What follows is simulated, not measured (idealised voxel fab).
This section sets out a process module, namely voxel capacitor over wiring.
For reference, the cross-section in this document is cut, with width 180 nm and square cells of 5 nm.
Notation: cross-section as square-cell grid; stated in bands, top first, going down; one or more cell rows per band. Heads up on the band format: heights come first, top then bottom, in nm. After that it's the materials left to right, each with its width in nm. A single material flagged "all across" fills the whole band edge to edge, and "air" means there's empty space there. Basically, 0 is our baseline, since under it the wafer straight out of the box is all one material. The bottom band has no lower end and keeps on going down, so it looks like "z 0 and below". The width entry "30 to 40" should be interpreted row by row: the top row of cells in the band takes the first number, the bottom row takes the second number, and the change between adjacent rows is uniform throughout. "nothing different" -> step changed no cross-section cell. The entry "Enclosed void entries" lists the empty spaces that cover at least 8 cells and have no open path to the top. Each is written as width x height at distance, where the distance is measured from the left edge and all three values are in nm. Formally, on a step line, whatever follows the settings is a remark that the simulator itself makes on the step. You can add "overlay nm" to a step's line. For a step with a mask, it describes how far the mask lay to the right of its planned position, and a negative number describes a lay to the left.
The steps planned for the process are as follows
1,RECEIVE [material Si]
2,CONFORMAL_DEP [material SiO2] [thk nm 15]
3,DIRECTIONAL_DEP [material TiN] [thk nm 5]
4,DIRECTIONAL_DEP [material W] [thk nm 20]
5,MASKED_ETCH [tone cover] [mask id METAL_1] [width nm 20] [pitch nm 75] [etch materials W] [depth nm 20] [overlay nm 0]
6,MASKED_ETCH [tone cover] [mask id METAL_1] [width nm 20] [pitch nm 75] [etch materials TiN] [depth nm 5] [overlay nm 0]
7,CONFORMAL_DEP [material SiCN] [thk nm 5]
8,FILL_DEP [material SiO2] [thk nm 10]
9,CMP [height nm 40]
10,CONFORMAL_DEP [material SiCN] [thk nm 5]
11,DIRECTIONAL_DEP [material lowk] [thk nm 20]
12,DIRECTIONAL_DEP [material aC] [thk nm 10]
13,PATTERN [tone open] [mask id PLUG_1] [material resist] [width nm 15] [thk nm 25] [overlay nm 0]
14,DIRECTIONAL_ETCH [etch materials aC] [depth nm 10]
15,STRIP [etch materials resist]
16,DIRECTIONAL_ETCH [etch materials lowk] [depth nm 20]
17,DIRECTIONAL_ETCH [etch materials SiCN] [depth nm 5]
18,STRIP [etch materials aC]
19,CONFORMAL_DEP [material TiN] [thk nm 5]
20,FILL_DEP [material Ru] [thk nm 5]
21,CMP [height nm 65]
22,DIRECTIONAL_DEP [material TiN] [thk nm 5]
23,DIRECTIONAL_DEP [material HfO2] [thk nm 5]
24,DIRECTIONAL_DEP [material TiN] [thk nm 5]
25,MASKED_ETCH [tone cover] [mask id UPPER_PLATE] [width nm 60] [etch materials TiN] [depth nm 5] [overlay nm 0]
26,MASKED_ETCH [tone cover] [mask id UPPER_PLATE] [width nm 60] [etch materials HfO2] [depth nm 5] [overlay nm 0]
27,MASKED_ETCH [tone cover] [mask id LOWER_PLATE] [width nm 70] [etch materials TiN] [depth nm 5] [overlay nm 0]
28,FILL_DEP [material SiO2] [thk nm 20]
29,CMP [height nm 95]
30,PATTERN [tone open] [mask id PLUG_2] [material resist] [width nm 15] [thk nm 20] [overlay nm 0]
31,DIRECTIONAL_ETCH [etch materials SiO2] [depth nm 15]
32,STRIP [etch materials resist]
33,CONFORMAL_DEP [material TiN] [thk nm 5]
34,FILL_DEP [material Ru] [thk nm 10]
35,CMP [height nm 95]
36,CONFORMAL_DEP [material SiN] [thk nm 5]
As-received state of the wafer in cross-section, equivalent to post-step 1
z 0 and below | Si all across
Enclosed void entries: none
The first of the two wafers as seen in cross-section once the module was finished; processing followed the plan
z 100 to 95 | SiN all across
z 95 to 85 | 55 of SiO2 | 5 of TiN | 5 of Ru | 5 of TiN | 110 of SiO2
z 85 to 75 | 55 to 45 of SiO2 | 15 to 60 of TiN | 110 to 75 of SiO2
z 75 to 70 | 45 of SiO2 | 60 of HfO2 | 75 of SiO2
z 70 to 65 | 40 of SiO2 | 70 of TiN | 70 of SiO2
z 65 to 45 | 45 of lowk | 5 of TiN | 5 of Ru | 5 of TiN | 120 of lowk
z 45 to 40 | 45 of SiCN | 15 of TiN | 120 of SiCN
z 40 to 20 | 35 of SiO2 | 5 of SiCN | 20 of W | 5 of SiCN | 45 of SiO2 | 5 of SiCN | 20 of W | 5 of SiCN | 40 of SiO2
z 20 to 15 | 40 of SiCN | 20 of TiN | 55 of SiCN | 20 of TiN | 45 of SiCN
z 15 to 0 | SiO2 all across
z 0 and below | Si all across
Enclosed void entries: none
What the second wafer looks like in cross-section once the module is done. Its start and its plan matched the first wafer's exactly; what differed was one mistake in how it was run
z 100 to 95 | SiN all across
z 95 to 85 | 55 of SiO2 | 5 of TiN | 5 of Ru | 5 of TiN | 110 of SiO2
z 85 to 75 | 55 to 45 of SiO2 | 15 to 60 of TiN | 110 to 75 of SiO2
z 75 to 70 | 45 of SiO2 | 60 of HfO2 | 75 of SiO2
z 70 to 65 | 40 of SiO2 | 70 of TiN | 70 of SiO2
z 65 to 45 | 45 of lowk | 5 of TiN | 5 of Ru | 5 of TiN | 120 of lowk
z 45 to 40 | 45 of SiCN | 15 of TiN | 120 of SiCN
z 40 to 25 | 40 of W | 5 of SiCN | 10 of SiO2 | 5 of SiCN | 55 of W | 5 of SiCN | 10 of SiO2 | 5 of SiCN | 45 of W
z 25 to 20 | 40 of W | 20 of SiCN | 55 of W | 20 of SiCN | 45 of W
z 20 to 15 | TiN all across
z 15 to 0 | SiO2 all across
z 0 and below | Si all across
Enclosed void entries: none
Where did the run depart from the plan? it should be noted that step 5 was executed with settings other than those planned, the operation and settings actually applied being MASKED_ETCH [tone open] [mask id METAL_1] [width nm 20] [pitch nm 75] [etch materials W] [depth nm 20] [overlay nm 0]
It is noted that, at the conclusion of processing, the second wafer exhibits a higher or lower cell count for certain materials relative to the first: 24 fewer of SiCN, 84 fewer of SiO2, 28 more of TiN, 80 more of W
